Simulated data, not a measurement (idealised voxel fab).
process module | voxel wiring stack
cross-section cut | 260 nm wide | cells 5 nm
A cross-section is a grid of square cells, given in bands from the top down. A band is one or more rows of cells.
Each band's line starts with the height of the band's top and of its bottom, in nm. Then come its materials from left to right, each with its width in nm. One material with "throughout" fills the band from edge to edge. "air" is empty space.
Height 0 is the level under which the wafer as received is all one material. The lowest band goes on downwards, as in "0 down".
A width such as "30 to 40" changes by the same amount from each row of cells to the next, from the band's top row to its bottom row.
"no change" after a step means that no cell of the cross-section changed.
closed voids: empty space of 8 cells or more with no open way to the top, each as width x height at its distance from the left edge, in nm
after a step's settings: what the simulator itself notes on the step
overlay nm, on a step with a mask: how far to the right of its planned place the mask lay; to the left if negative
Each pair below shows a cross-section before one step and the cross-section after it, down to the lowest band that changed. The line under each pair gives the step between them, with its settings. The pairs can come from different runs of this module on the same starting wafer, so a pair continues from the pair above only where its "before" says so.
before
  0 down: Si throughout
  closed voids: none
after
  15 to 0: SiO2 throughout
  below 0: unchanged
  closed voids: none
the step between: op CONFORMAL_DEP | material SiO2 | thk nm 15
before: the cross-section after the pair above
after
  20 to 15: SiN throughout
  below 15: unchanged
  closed voids: none
the step between: op CONFORMAL_DEP | material SiN | thk nm 5
before: the cross-section after the pair above
after
  35 to 20: SiO2 throughout
  below 20: unchanged
  closed voids: none
the step between: op DIRECTIONAL_DEP | material SiO2 | thk nm 15
before: the cross-section after the pair above
after
  50 to 35: resist 55 | air 30 | resist 30 | air 30 | resist 30 | air 30 | resist 55
  below 35: unchanged
  closed voids: none
the step between: op PATTERN | tone open | mask id METAL_1 | material resist | width nm 30 | pitch nm 60 | thk nm 15 | overlay nm 0
before: the cross-section after the pair above
after
  50 to 35: resist 55 | air 30 | resist 30 | air 30 | resist 30 | air 30 | resist 55
  35 to 20: SiO2 55 | air 30 | SiO2 30 | air 30 | SiO2 30 | air 30 | SiO2 55
  below 20: unchanged
  closed voids: none
the step between: op DIRECTIONAL_ETCH | etch materials SiO2 | depth nm 15
before: the cross-section after the pair above
after
  50 to 35: resist 55 | air 30 | resist 30 | air 30 | resist 30 | air 30 | resist 55
  35 to 20: SiO2 55 | air 30 | SiO2 30 | air 30 | SiO2 30 | air 30 | SiO2 55
  20 to 15: SiN 55 | air 30 | SiN 30 | air 30 | SiN 30 | air 30 | SiN 55
  below 15: unchanged
  closed voids: none
the step between: op DIRECTIONAL_ETCH | etch materials SiN | depth nm 5
before: the cross-section after the pair above
after
  35 to 20: SiO2 55 | air 30 | SiO2 30 | air 30 | SiO2 30 | air 30 | SiO2 55
  below 20: unchanged
  closed voids: none
the step between: op STRIP | etch materials resist
before: the cross-section after the pair above
after
  40 to 35: TiN 60 | air 20 | TiN 40 | air 20 | TiN 40 | air 20 | TiN 60
  35 to 20: SiO2 55 | TiN 5 | air 20 | TiN 5 | SiO2 30 | TiN 5 | air 20 | TiN 5 | SiO2 30 | TiN 5 | air 20 | TiN 5 | SiO2 55
  20 to 15: SiN 55 | TiN 30 | SiN 30 | TiN 30 | SiN 30 | TiN 30 | SiN 55
  below 15: unchanged
  closed voids: none
the step between: op CONFORMAL_DEP | material TiN | thk nm 5
before: the cross-section after the pair above
after
  45 to 40: W throughout
  40 to 35: TiN 60 | W 20 | TiN 40 | W 20 | TiN 40 | W 20 | TiN 60
  35 to 20: SiO2 55 | TiN 5 | W 20 | TiN 5 | SiO2 30 | TiN 5 | W 20 | TiN 5 | SiO2 30 | TiN 5 | W 20 | TiN 5 | SiO2 55
  below 20: unchanged
  closed voids: none
the step between: op FILL_DEP | material W | thk nm 5
before: the cross-section after the pair above
after
  35 to 20: SiO2 55 | TiN 5 | W 20 | TiN 5 | SiO2 30 | TiN 5 | W 20 | TiN 5 | SiO2 30 | TiN 5 | W 20 | TiN 5 | SiO2 55
  below 20: unchanged
  closed voids: none
the step between: op CMP | height nm 35
before: the cross-section after the pair above
after
  40 to 35: air 50 | Ru 40 | air 20 | Ru 40 | air 20 | Ru 40 | air 50
  below 35: unchanged
  closed voids: none
the step between: op EPI | material Ru | thk nm 5
before: the cross-section after the pair above
after
  45 to 40: SiCN throughout
  40 to 35: SiCN 50 | Ru 40 | SiCN 20 | Ru 40 | SiCN 20 | Ru 40 | SiCN 50
  below 35: unchanged
  closed voids: none
the step between: op FILL_DEP | material SiCN | thk nm 5
before: the cross-section after the pair above
after
  75 to 45: lowk throughout
  below 45: unchanged
  closed voids: none
the step between: op DIRECTIONAL_DEP | material lowk | thk nm 30
before: the cross-section after the pair above
after
  85 to 75: aC throughout
  below 75: unchanged
  closed voids: none
the step between: op DIRECTIONAL_DEP | material aC | thk nm 10
before: the cross-section after the pair above
after
  110 to 85: resist 55 | air 30 | resist 30 | air 30 | resist 30 | air 30 | resist 55
  below 85: unchanged
  closed voids: none
the step between: op PATTERN | tone open | mask id METAL_2 | material resist | width nm 30 | pitch nm 60 | thk nm 25 | overlay nm 0
before: the cross-section after the pair above
after
  100 to 85: resist 55 | air 30 | resist 30 | air 30 | resist 30 | air 30 | resist 55
  85 to 75: aC 55 | air 30 | aC 30 | air 30 | aC 30 | air 30 | aC 55
  below 75: unchanged
  closed voids: none
the step between: op DIRECTIONAL_ETCH | etch materials aC | depth nm 10
before: the cross-section after the pair above
after
  85 to 75: aC 55 | air 30 | aC 30 | air 30 | aC 30 | air 30 | aC 55
  below 75: unchanged
  closed voids: none
the step between: op STRIP | etch materials resist
before: the cross-section after the pair above
after
  85 to 75: aC 55 | air 30 | aC 30 | air 30 | aC 30 | air 30 | aC 55
  75 to 55: lowk 55 | air 30 | lowk 30 | air 30 | lowk 30 | air 30 | lowk 55
  below 55: unchanged
  closed voids: none
the step between: op DIRECTIONAL_ETCH | etch materials lowk | depth nm 20
before: the cross-section after the pair above
after
  75 to 55: lowk 55 | air 30 | lowk 30 | air 30 | lowk 30 | air 30 | lowk 55
  below 55: unchanged
  closed voids: none
the step between: op STRIP | etch materials aC
before: the cross-section after the pair above
after
  90 to 75: aC 55 | air 30 | aC 30 | air 30 | aC 30 | air 30 | aC 55
  75 to 70: lowk 55 | air 30 | lowk 30 | air 30 | lowk 30 | air 30 | lowk 55
  70 to 55: lowk 55 | aC 30 | lowk 30 | aC 30 | lowk 30 | aC 30 | lowk 55
  below 55: unchanged
  closed voids: none
the step between: op DIRECTIONAL_DEP | material aC | thk nm 15
before: the cross-section after the pair above
after
  120 to 90: resist 55 | air 15 | resist 105 | air 15 | resist 70
  90 to 75: aC 55 | air 15 | resist 15 | aC 30 | resist 30 | aC 30 | air 15 | resist 15 | aC 55
  75 to 70: lowk 55 | air 15 | resist 15 | lowk 30 | resist 30 | lowk 30 | air 15 | resist 15 | lowk 55
  below 70: unchanged
  closed voids: none
the step between: op PATTERN | tone open | mask id METAL_2_HOLES | material resist | width nm 15 | pitch nm 120 | thk nm 30 | overlay nm 0
before: the cross-section after the pair above
after
  105 to 90: resist 55 | air 15 | resist 105 | air 15 | resist 70
  90 to 75: aC 55 | air 15 | resist 15 | aC 30 | resist 30 | aC 30 | air 15 | resist 15 | aC 55
  75 to 70: lowk 55 | air 15 | resist 15 | lowk 30 | resist 30 | lowk 30 | air 15 | resist 15 | lowk 55
  70 to 55: lowk 55 | air 15 | aC 15 | lowk 30 | aC 30 | lowk 30 | air 15 | aC 15 | lowk 55
  below 55: unchanged
  closed voids: none
the step between: op DIRECTIONAL_ETCH | etch materials aC | depth nm 15
before: the cross-section after the pair above
after
  90 to 75: aC 55 | air 30 | aC 30 | air 30 | aC 30 | air 30 | aC 55
  75 to 70: lowk 55 | air 30 | lowk 30 | air 30 | lowk 30 | air 30 | lowk 55
  below 70: unchanged
  closed voids: none
the step between: op STRIP | etch materials resist
before: the cross-section after the pair above
after
  90 to 75: aC 55 | air 30 | aC 30 | air 30 | aC 30 | air 30 | aC 55
  75 to 70: lowk 55 | air 30 | lowk 30 | air 30 | lowk 30 | air 30 | lowk 55
  70 to 55: lowk 55 | air 15 | aC 15 | lowk 30 | aC 30 | lowk 30 | air 15 | aC 15 | lowk 55
  55 to 45: lowk 55 | air 15 | lowk 105 | air 15 | lowk 70
  below 45: unchanged
  closed voids: none
the step between: op DIRECTIONAL_ETCH | etch materials lowk | depth nm 10
before: the cross-section after the pair above
after
  90 to 75: aC 55 | air 30 | aC 30 | air 30 | aC 30 | air 30 | aC 55
  75 to 70: lowk 55 | air 30 | lowk 30 | air 30 | lowk 30 | air 30 | lowk 55
  70 to 55: lowk 55 | air 15 | aC 15 | lowk 30 | aC 30 | lowk 30 | air 15 | aC 15 | lowk 55
  55 to 45: lowk 55 | air 15 | lowk 105 | air 15 | lowk 70
  45 to 40: SiCN 55 | air 15 | SiCN 105 | air 15 | SiCN 70
  below 40: unchanged
  closed voids: none
the step between: op DIRECTIONAL_ETCH | etch materials SiCN | depth nm 5
before: the cross-section after the pair above
after
  75 to 55: lowk 55 | air 30 | lowk 30 | air 30 | lowk 30 | air 30 | lowk 55
  below 55: unchanged
  closed voids: none
the step between: op STRIP | etch materials aC
before: the cross-section after the pair above
after
  80 to 75: TiN 60 | air 20 | TiN 40 | air 20 | TiN 40 | air 20 | TiN 60
  75 to 60: lowk 55 | TiN 5 | air 20 | TiN 5 | lowk 30 | TiN 5 | air 20 | TiN 5 | lowk 30 | TiN 5 | air 20 | TiN 5 | lowk 55
  60 to 55: lowk 55 | TiN 5 | air 5 | TiN 20 | lowk 30 | TiN 30 | lowk 30 | TiN 5 | air 5 | TiN 20 | lowk 55
  55 to 45: lowk 55 | TiN 5 | air 5 | TiN 5 | lowk 105 | TiN 5 | air 5 | TiN 5 | lowk 70
  45 to 40: SiCN 55 | TiN 15 | SiCN 105 | TiN 15 | SiCN 70
  below 40: unchanged
  closed voids: none
the step between: op CONFORMAL_DEP | material TiN | thk nm 5
before: the cross-section after the pair above
after
  85 to 80: Cu throughout
  80 to 75: TiN 60 | Cu 20 | TiN 40 | Cu 20 | TiN 40 | Cu 20 | TiN 60
  75 to 60: lowk 55 | TiN 5 | Cu 20 | TiN 5 | lowk 30 | TiN 5 | Cu 20 | TiN 5 | lowk 30 | TiN 5 | Cu 20 | TiN 5 | lowk 55
  60 to 55: lowk 55 | TiN 5 | Cu 5 | TiN 20 | lowk 30 | TiN 30 | lowk 30 | TiN 5 | Cu 5 | TiN 20 | lowk 55
  55 to 45: lowk 55 | TiN 5 | Cu 5 | TiN 5 | lowk 105 | TiN 5 | Cu 5 | TiN 5 | lowk 70
  below 45: unchanged
  closed voids: none
the step between: op FILL_DEP | material Cu | thk nm 5
before: the cross-section after the pair above
after
  75 to 60: lowk 55 | TiN 5 | Cu 20 | TiN 5 | lowk 30 | TiN 5 | Cu 20 | TiN 5 | lowk 30 | TiN 5 | Cu 20 | TiN 5 | lowk 55
  below 60: unchanged
  closed voids: none
the step between: op CMP | height nm 75
before: the cross-section after the pair above
after
  80 to 75: SiCN throughout
  below 75: unchanged
  closed voids: none
the step between: op CONFORMAL_DEP | material SiCN | thk nm 5
before: the cross-section after the pair above
after
  95 to 80: lowk throughout
  below 80: unchanged
  closed voids: none
the step between: op DIRECTIONAL_DEP | material lowk | thk nm 15
before: the cross-section after the pair above
after
  95 to 80: lowk 55 | air 15 | lowk 105 | air 15 | lowk 70
  below 80: unchanged
  closed voids: none
the step between: op MASKED_ETCH | tone open | mask id PLUG_2 | width nm 15 | pitch nm 120 | etch materials lowk | depth nm 15 | overlay nm 0
before: the cross-section after the pair above
after
  95 to 80: lowk 55 | air 15 | lowk 105 | air 15 | lowk 70
  80 to 75: SiCN 55 | air 15 | SiCN 105 | air 15 | SiCN 70
  below 75: unchanged
  closed voids: none
the step between: op MASKED_ETCH | tone open | mask id PLUG_2 | width nm 15 | pitch nm 120 | etch materials SiCN | depth nm 5 | overlay nm 0
before: the cross-section after the pair above
after
  95 to 85: lowk 55 | air 15 | lowk 105 | air 15 | lowk 70
  85 to 80: lowk 55 | Ru 15 | lowk 105 | Ru 15 | lowk 70
  80 to 75: SiCN 55 | Ru 15 | SiCN 105 | Ru 15 | SiCN 70
  below 75: unchanged
  closed voids: none
the step between: op EPI | material Ru | thk nm 10
before: the cross-section after the pair above
after
  95 to 80: lowk 55 | Ru 15 | lowk 105 | Ru 15 | lowk 70
  below 80: unchanged
  closed voids: none
the step between: op EPI | material Ru | thk nm 10
before: the cross-section after the pair above
after
  100 to 95: TiN throughout
  below 95: unchanged
  closed voids: none
the step between: op DIRECTIONAL_DEP | material TiN | thk nm 5
before: the cross-section after the pair above
after
  125 to 100: Ru throughout
  below 100: unchanged
  closed voids: none
the step between: op DIRECTIONAL_DEP | material Ru | thk nm 25
before: the cross-section after the pair above
after
  125 to 100: air 55 | Ru 30 | air 30 | Ru 30 | air 30 | Ru 30 | air 55
  below 100: unchanged
  closed voids: none
the step between: op MASKED_ETCH | tone cover | mask id METAL_3 | width nm 30 | pitch nm 60 | etch materials Ru | depth nm 25 | overlay nm 0
before: the cross-section after the pair above
after
  125 to 100: air 55 | Ru 30 | air 30 | Ru 30 | air 30 | Ru 30 | air 55
  100 to 95: air 55 | TiN 30 | air 30 | TiN 30 | air 30 | TiN 30 | air 55
  below 95: unchanged
  closed voids: none
the step between: op MASKED_ETCH | tone cover | mask id METAL_3 | width nm 30 | pitch nm 60 | etch materials TiN | depth nm 5 | overlay nm 0
before: the cross-section after the pair above
after
  130 to 125: air 50 | SiN 40 | air 20 | SiN 40 | air 20 | SiN 40 | air 50
  125 to 100: air 50 | SiN 5 | Ru 30 | SiN 5 | air 20 | SiN 5 | Ru 30 | SiN 5 | air 20 | SiN 5 | Ru 30 | SiN 5 | air 50
  100 to 95: SiN 55 | TiN 30 | SiN 30 | TiN 30 | SiN 30 | TiN 30 | SiN 55
  below 95: unchanged
  closed voids: none
the step between: op CONFORMAL_DEP | material SiN | thk nm 5
before: the cross-section after the pair above
after
  135 to 130: SiO2 throughout
  130 to 125: SiO2 50 | SiN 40 | SiO2 20 | SiN 40 | SiO2 20 | SiN 40 | SiO2 50
  125 to 100: SiO2 50 | SiN 5 | Ru 30 | SiN 5 | SiO2 20 | SiN 5 | Ru 30 | SiN 5 | SiO2 20 | SiN 5 | Ru 30 | SiN 5 | SiO2 50
  below 100: unchanged
  closed voids: none
the step between: op FILL_DEP | material SiO2 | thk nm 5
before: the cross-section after the pair above
after
  125 to 100: SiO2 50 | SiN 5 | Ru 30 | SiN 5 | SiO2 20 | SiN 5 | Ru 30 | SiN 5 | SiO2 20 | SiN 5 | Ru 30 | SiN 5 | SiO2 50
  below 100: unchanged
  closed voids: none
the step between: op CMP | height nm 125
before: the cross-section after the pair above
after
  130 to 125: SiN throughout
  below 125: unchanged
  closed voids: none
the step between: op CONFORMAL_DEP | material SiN | thk nm 5
before
  15 to 0: SiO2 throughout
  0 down: Si throughout
  closed voids: none
after
  30 to 0: SiO2 throughout
  below 0: unchanged
  closed voids: none
the step between: op DIRECTIONAL_DEP | material SiO2 | thk nm 15
before: the cross-section after the pair above
after
  45 to 30: resist 55 | air 30 | resist 30 | air 30 | resist 30 | air 30 | resist 55
  below 30: unchanged
  closed voids: none
the step between: op PATTERN | tone open | mask id METAL_1 | material resist | width nm 30 | pitch nm 60 | thk nm 15 | overlay nm 0
before: the cross-section after the pair above
after
  45 to 30: resist 55 | air 30 | resist 30 | air 30 | resist 30 | air 30 | resist 55
  30 to 15: SiO2 55 | air 30 | SiO2 30 | air 30 | SiO2 30 | air 30 | SiO2 55
  below 15: unchanged
  closed voids: none
the step between: op DIRECTIONAL_ETCH | etch materials SiO2 | depth nm 15
before: the cross-section after the pair above
after
  30 to 15: SiO2 55 | air 30 | SiO2 30 | air 30 | SiO2 30 | air 30 | SiO2 55
  below 15: unchanged
  closed voids: none
the step between: op STRIP | etch materials resist
before: the cross-section after the pair above
after
  35 to 30: TiN 60 | air 20 | TiN 40 | air 20 | TiN 40 | air 20 | TiN 60
  30 to 20: SiO2 55 | TiN 5 | air 20 | TiN 5 | SiO2 30 | TiN 5 | air 20 | TiN 5 | SiO2 30 | TiN 5 | air 20 | TiN 5 | SiO2 55
  20 to 15: SiO2 55 | TiN 30 | SiO2 30 | TiN 30 | SiO2 30 | TiN 30 | SiO2 55
  below 15: unchanged
  closed voids: none
the step between: op CONFORMAL_DEP | material TiN | thk nm 5
before: the cross-section after the pair above
after
  40 to 35: W throughout
  35 to 30: TiN 60 | W 20 | TiN 40 | W 20 | TiN 40 | W 20 | TiN 60
  30 to 20: SiO2 55 | TiN 5 | W 20 | TiN 5 | SiO2 30 | TiN 5 | W 20 | TiN 5 | SiO2 30 | TiN 5 | W 20 | TiN 5 | SiO2 55
  below 20: unchanged
  closed voids: none
the step between: op FILL_DEP | material W | thk nm 5
before: the cross-section after the pair above
after
  35 to 30: TiN 60 | W 20 | TiN 40 | W 20 | TiN 40 | W 20 | TiN 60
  below 30: unchanged
  closed voids: none
the step between: op CMP | height nm 35
before: the cross-section after the pair above
after
  40 to 35: Ru throughout
  below 35: unchanged
  closed voids: none
the step between: op EPI | material Ru | thk nm 5
before: the cross-section after the pair above
after
  45 to 40: SiCN throughout
  below 40: unchanged
  closed voids: none
the step between: op FILL_DEP | material SiCN | thk nm 5
before: the cross-section after the pair above
after
  75 to 45: lowk throughout
  below 45: unchanged
  closed voids: none
the step between: op DIRECTIONAL_DEP | material lowk | thk nm 30
before: the cross-section after the pair above
after
  85 to 75: aC throughout
  below 75: unchanged
  closed voids: none
the step between: op DIRECTIONAL_DEP | material aC | thk nm 10
before: the cross-section after the pair above
after
  110 to 85: resist 55 | air 30 | resist 30 | air 30 | resist 30 | air 30 | resist 55
  below 85: unchanged
  closed voids: none
the step between: op PATTERN | tone open | mask id METAL_2 | material resist | width nm 30 | pitch nm 60 | thk nm 25 | overlay nm 0
before: the cross-section after the pair above
after
  100 to 85: resist 55 | air 30 | resist 30 | air 30 | resist 30 | air 30 | resist 55
  85 to 75: aC 55 | air 30 | aC 30 | air 30 | aC 30 | air 30 | aC 55
  below 75: unchanged
  closed voids: none
the step between: op DIRECTIONAL_ETCH | etch materials aC | depth nm 10
before: the cross-section after the pair above
after
  85 to 75: aC 55 | air 30 | aC 30 | air 30 | aC 30 | air 30 | aC 55
  below 75: unchanged
  closed voids: none
the step between: op STRIP | etch materials resist
before: the cross-section after the pair above
after
  85 to 75: aC 55 | air 30 | aC 30 | air 30 | aC 30 | air 30 | aC 55
  75 to 55: lowk 55 | air 30 | lowk 30 | air 30 | lowk 30 | air 30 | lowk 55
  below 55: unchanged
  closed voids: none
the step between: op DIRECTIONAL_ETCH | etch materials lowk | depth nm 20
before: the cross-section after the pair above
after
  75 to 55: lowk 55 | air 30 | lowk 30 | air 30 | lowk 30 | air 30 | lowk 55
  below 55: unchanged
  closed voids: none
the step between: op STRIP | etch materials aC
before: the cross-section after the pair above
after
  90 to 75: aC 55 | air 30 | aC 30 | air 30 | aC 30 | air 30 | aC 55
  75 to 70: lowk 55 | air 30 | lowk 30 | air 30 | lowk 30 | air 30 | lowk 55
  70 to 55: lowk 55 | aC 30 | lowk 30 | aC 30 | lowk 30 | aC 30 | lowk 55
  below 55: unchanged
  closed voids: none
the step between: op DIRECTIONAL_DEP | material aC | thk nm 15
before: the cross-section after the pair above
after
  120 to 90: resist 55 | air 15 | resist 105 | air 15 | resist 70
  90 to 75: aC 55 | air 15 | resist 15 | aC 30 | resist 30 | aC 30 | air 15 | resist 15 | aC 55
  75 to 70: lowk 55 | air 15 | resist 15 | lowk 30 | resist 30 | lowk 30 | air 15 | resist 15 | lowk 55
  below 70: unchanged
  closed voids: none
the step between: op PATTERN | tone open | mask id METAL_2_HOLES | material resist | width nm 15 | pitch nm 120 | thk nm 30 | overlay nm 0
before: the cross-section after the pair above
after
  105 to 90: resist 55 | air 15 | resist 105 | air 15 | resist 70
  90 to 75: aC 55 | air 15 | resist 15 | aC 30 | resist 30 | aC 30 | air 15 | resist 15 | aC 55
  75 to 70: lowk 55 | air 15 | resist 15 | lowk 30 | resist 30 | lowk 30 | air 15 | resist 15 | lowk 55
  70 to 55: lowk 55 | air 15 | aC 15 | lowk 30 | aC 30 | lowk 30 | air 15 | aC 15 | lowk 55
  below 55: unchanged
  closed voids: none
the step between: op DIRECTIONAL_ETCH | etch materials aC | depth nm 15
before: the cross-section after the pair above
after
  90 to 75: aC 55 | air 30 | aC 30 | air 30 | aC 30 | air 30 | aC 55
  75 to 70: lowk 55 | air 30 | lowk 30 | air 30 | lowk 30 | air 30 | lowk 55
  below 70: unchanged
  closed voids: none
the step between: op STRIP | etch materials resist
before: the cross-section after the pair above
after
  90 to 75: aC 55 | air 30 | aC 30 | air 30 | aC 30 | air 30 | aC 55
  75 to 70: lowk 55 | air 30 | lowk 30 | air 30 | lowk 30 | air 30 | lowk 55
  70 to 55: lowk 55 | air 15 | aC 15 | lowk 30 | aC 30 | lowk 30 | air 15 | aC 15 | lowk 55
  55 to 45: lowk 55 | air 15 | lowk 105 | air 15 | lowk 70
  below 45: unchanged
  closed voids: none
the step between: op DIRECTIONAL_ETCH | etch materials lowk | depth nm 10
before: the cross-section after the pair above
after
  90 to 75: aC 55 | air 30 | aC 30 | air 30 | aC 30 | air 30 | aC 55
  75 to 70: lowk 55 | air 30 | lowk 30 | air 30 | lowk 30 | air 30 | lowk 55
  70 to 55: lowk 55 | air 15 | aC 15 | lowk 30 | aC 30 | lowk 30 | air 15 | aC 15 | lowk 55
  55 to 45: lowk 55 | air 15 | lowk 105 | air 15 | lowk 70
  45 to 40: SiCN 55 | air 15 | SiCN 105 | air 15 | SiCN 70
  below 40: unchanged
  closed voids: none
the step between: op DIRECTIONAL_ETCH | etch materials SiCN | depth nm 5
before: the cross-section after the pair above
after
  75 to 55: lowk 55 | air 30 | lowk 30 | air 30 | lowk 30 | air 30 | lowk 55
  below 55: unchanged
  closed voids: none
the step between: op STRIP | etch materials aC
before: the cross-section after the pair above
after
  80 to 75: TiN 60 | air 20 | TiN 40 | air 20 | TiN 40 | air 20 | TiN 60
  75 to 60: lowk 55 | TiN 5 | air 20 | TiN 5 | lowk 30 | TiN 5 | air 20 | TiN 5 | lowk 30 | TiN 5 | air 20 | TiN 5 | lowk 55
  60 to 55: lowk 55 | TiN 5 | air 5 | TiN 20 | lowk 30 | TiN 30 | lowk 30 | TiN 5 | air 5 | TiN 20 | lowk 55
  55 to 45: lowk 55 | TiN 5 | air 5 | TiN 5 | lowk 105 | TiN 5 | air 5 | TiN 5 | lowk 70
  45 to 40: SiCN 55 | TiN 15 | SiCN 105 | TiN 15 | SiCN 70
  below 40: unchanged
  closed voids: none
the step between: op CONFORMAL_DEP | material TiN | thk nm 5
before: the cross-section after the pair above
after
  85 to 80: Cu throughout
  80 to 75: TiN 60 | Cu 20 | TiN 40 | Cu 20 | TiN 40 | Cu 20 | TiN 60
  75 to 60: lowk 55 | TiN 5 | Cu 20 | TiN 5 | lowk 30 | TiN 5 | Cu 20 | TiN 5 | lowk 30 | TiN 5 | Cu 20 | TiN 5 | lowk 55
  60 to 55: lowk 55 | TiN 5 | Cu 5 | TiN 20 | lowk 30 | TiN 30 | lowk 30 | TiN 5 | Cu 5 | TiN 20 | lowk 55
  55 to 45: lowk 55 | TiN 5 | Cu 5 | TiN 5 | lowk 105 | TiN 5 | Cu 5 | TiN 5 | lowk 70
  below 45: unchanged
  closed voids: none
the step between: op FILL_DEP | material Cu | thk nm 5
before: the cross-section after the pair above
after
  75 to 60: lowk 55 | TiN 5 | Cu 20 | TiN 5 | lowk 30 | TiN 5 | Cu 20 | TiN 5 | lowk 30 | TiN 5 | Cu 20 | TiN 5 | lowk 55
  below 60: unchanged
  closed voids: none
the step between: op CMP | height nm 75
before: the cross-section after the pair above
after
  80 to 75: SiCN throughout
  below 75: unchanged
  closed voids: none
the step between: op CONFORMAL_DEP | material SiCN | thk nm 5
before: the cross-section after the pair above
after
  95 to 80: lowk throughout
  below 80: unchanged
  closed voids: none
the step between: op DIRECTIONAL_DEP | material lowk | thk nm 15
before: the cross-section after the pair above
after
  95 to 80: lowk 55 | air 15 | lowk 105 | air 15 | lowk 70
  below 80: unchanged
  closed voids: none
the step between: op MASKED_ETCH | tone open | mask id PLUG_2 | width nm 15 | pitch nm 120 | etch materials lowk | depth nm 15 | overlay nm 0
before: the cross-section after the pair above
after
  95 to 80: lowk 55 | air 15 | lowk 105 | air 15 | lowk 70
  80 to 75: SiCN 55 | air 15 | SiCN 105 | air 15 | SiCN 70
  below 75: unchanged
  closed voids: none
the step between: op MASKED_ETCH | tone open | mask id PLUG_2 | width nm 15 | pitch nm 120 | etch materials SiCN | depth nm 5 | overlay nm 0
before: the cross-section after the pair above
after
  95 to 85: lowk 55 | air 15 | lowk 105 | air 15 | lowk 70
  85 to 80: lowk 55 | Ru 15 | lowk 105 | Ru 15 | lowk 70
  80 to 75: SiCN 55 | Ru 15 | SiCN 105 | Ru 15 | SiCN 70
  below 75: unchanged
  closed voids: none
the step between: op EPI | material Ru | thk nm 10
before: the cross-section after the pair above
after
  95 to 80: lowk 55 | Ru 15 | lowk 105 | Ru 15 | lowk 70
  below 80: unchanged
  closed voids: none
the step between: op EPI | material Ru | thk nm 10
before: the cross-section after the pair above
after
  100 to 95: TiN throughout
  below 95: unchanged
  closed voids: none
the step between: op DIRECTIONAL_DEP | material TiN | thk nm 5
before: the cross-section after the pair above
after
  125 to 100: Ru throughout
  below 100: unchanged
  closed voids: none
the step between: op DIRECTIONAL_DEP | material Ru | thk nm 25
before: the cross-section after the pair above
after
  125 to 100: air 55 | Ru 30 | air 30 | Ru 30 | air 30 | Ru 30 | air 55
  below 100: unchanged
  closed voids: none
the step between: op MASKED_ETCH | tone cover | mask id METAL_3 | width nm 30 | pitch nm 60 | etch materials Ru | depth nm 25 | overlay nm 0
before: the cross-section after the pair above
after
  125 to 100: air 55 | Ru 30 | air 30 | Ru 30 | air 30 | Ru 30 | air 55
  100 to 95: air 55 | TiN 30 | air 30 | TiN 30 | air 30 | TiN 30 | air 55
  below 95: unchanged
  closed voids: none
the step between: op MASKED_ETCH | tone cover | mask id METAL_3 | width nm 30 | pitch nm 60 | etch materials TiN | depth nm 5 | overlay nm 0
before: the cross-section after the pair above
after
  130 to 125: air 50 | SiN 40 | air 20 | SiN 40 | air 20 | SiN 40 | air 50
  125 to 100: air 50 | SiN 5 | Ru 30 | SiN 5 | air 20 | SiN 5 | Ru 30 | SiN 5 | air 20 | SiN 5 | Ru 30 | SiN 5 | air 50
  100 to 95: SiN 55 | TiN 30 | SiN 30 | TiN 30 | SiN 30 | TiN 30 | SiN 55
  below 95: unchanged
  closed voids: none
the step between: op CONFORMAL_DEP | material SiN | thk nm 5
before: the cross-section after the pair above
after
  135 to 130: SiO2 throughout
  130 to 125: SiO2 50 | SiN 40 | SiO2 20 | SiN 40 | SiO2 20 | SiN 40 | SiO2 50
  125 to 100: SiO2 50 | SiN 5 | Ru 30 | SiN 5 | SiO2 20 | SiN 5 | Ru 30 | SiN 5 | SiO2 20 | SiN 5 | Ru 30 | SiN 5 | SiO2 50
  below 100: unchanged
  closed voids: none
the step between: op FILL_DEP | material SiO2 | thk nm 5
before: the cross-section after the pair above
after
  125 to 100: SiO2 50 | SiN 5 | Ru 30 | SiN 5 | SiO2 20 | SiN 5 | Ru 30 | SiN 5 | SiO2 20 | SiN 5 | Ru 30 | SiN 5 | SiO2 50
  below 100: unchanged
  closed voids: none
the step between: op CMP | height nm 125
before: the cross-section after the pair above
after
  130 to 125: SiN throughout
  below 125: unchanged
  closed voids: none
the step between: op CONFORMAL_DEP | material SiN | thk nm 5
before
  95 to 80: lowk throughout
  80 to 75: SiCN throughout
  75 to 60: lowk 55 | TiN 5 | Cu 20 | TiN 5 | lowk 30 | TiN 5 | Cu 20 | TiN 5 | lowk 30 | TiN 5 | Cu 20 | TiN 5 | lowk 55
  60 to 55: lowk 55 | TiN 5 | Cu 5 | TiN 20 | lowk 30 | TiN 30 | lowk 30 | TiN 5 | Cu 5 | TiN 20 | lowk 55
  55 to 45: lowk 55 | TiN 5 | Cu 5 | TiN 5 | lowk 105 | TiN 5 | Cu 5 | TiN 5 | lowk 70
  45 to 40: SiCN 55 | TiN 15 | SiCN 105 | TiN 15 | SiCN 70
  40 to 35: SiCN 50 | Ru 40 | SiCN 20 | Ru 40 | SiCN 20 | Ru 40 | SiCN 50
  35 to 20: SiO2 55 | TiN 5 | W 20 | TiN 5 | SiO2 30 | TiN 5 | W 20 | TiN 5 | SiO2 30 | TiN 5 | W 20 | TiN 5 | SiO2 55
  20 to 15: SiN 55 | TiN 30 | SiN 30 | TiN 30 | SiN 30 | TiN 30 | SiN 55
  15 to 0: SiO2 throughout
  0 down: Si throughout
  closed voids: none
after
  110 to 80: lowk throughout
  below 80: unchanged
  closed voids: none
the step between: op DIRECTIONAL_DEP | material lowk | thk nm 15
before: the cross-section after the pair above
after
  110 to 95: lowk 55 | air 15 | lowk 105 | air 15 | lowk 70
  below 95: unchanged
  closed voids: none
the step between: op MASKED_ETCH | tone open | mask id PLUG_2 | width nm 15 | pitch nm 120 | etch materials lowk | depth nm 15 | overlay nm 0
before: the cross-section after the pair above
after
  115 to 110: TiN 55 | air 15 | TiN 105 | air 15 | TiN 70
  110 to 100: lowk 55 | air 15 | lowk 105 | air 15 | lowk 70
  100 to 95: lowk 55 | TiN 15 | lowk 105 | TiN 15 | lowk 70
  below 95: unchanged
  closed voids: none
the step between: op DIRECTIONAL_DEP | material TiN | thk nm 5
before: the cross-section after the pair above
after
  140 to 125: Ru 55 | air 15 | Ru 105 | air 15 | Ru 70
  125 to 115: Ru throughout
  115 to 110: TiN 55 | Ru 15 | TiN 105 | Ru 15 | TiN 70
  110 to 100: lowk 55 | Ru 15 | lowk 105 | Ru 15 | lowk 70
  below 100: unchanged
  closed voids: none
the step between: op DIRECTIONAL_DEP | material Ru | thk nm 25
before: the cross-section after the pair above
after
  140 to 125: air 70 | Ru 15 | air 30 | Ru 30 | air 45 | Ru 15 | air 55
  125 to 115: air 55 | Ru 30 | air 30 | Ru 30 | air 30 | Ru 30 | air 55
  below 115: unchanged
  closed voids: none
the step between: op MASKED_ETCH | tone cover | mask id METAL_3 | width nm 30 | pitch nm 60 | etch materials Ru | depth nm 25 | overlay nm 0
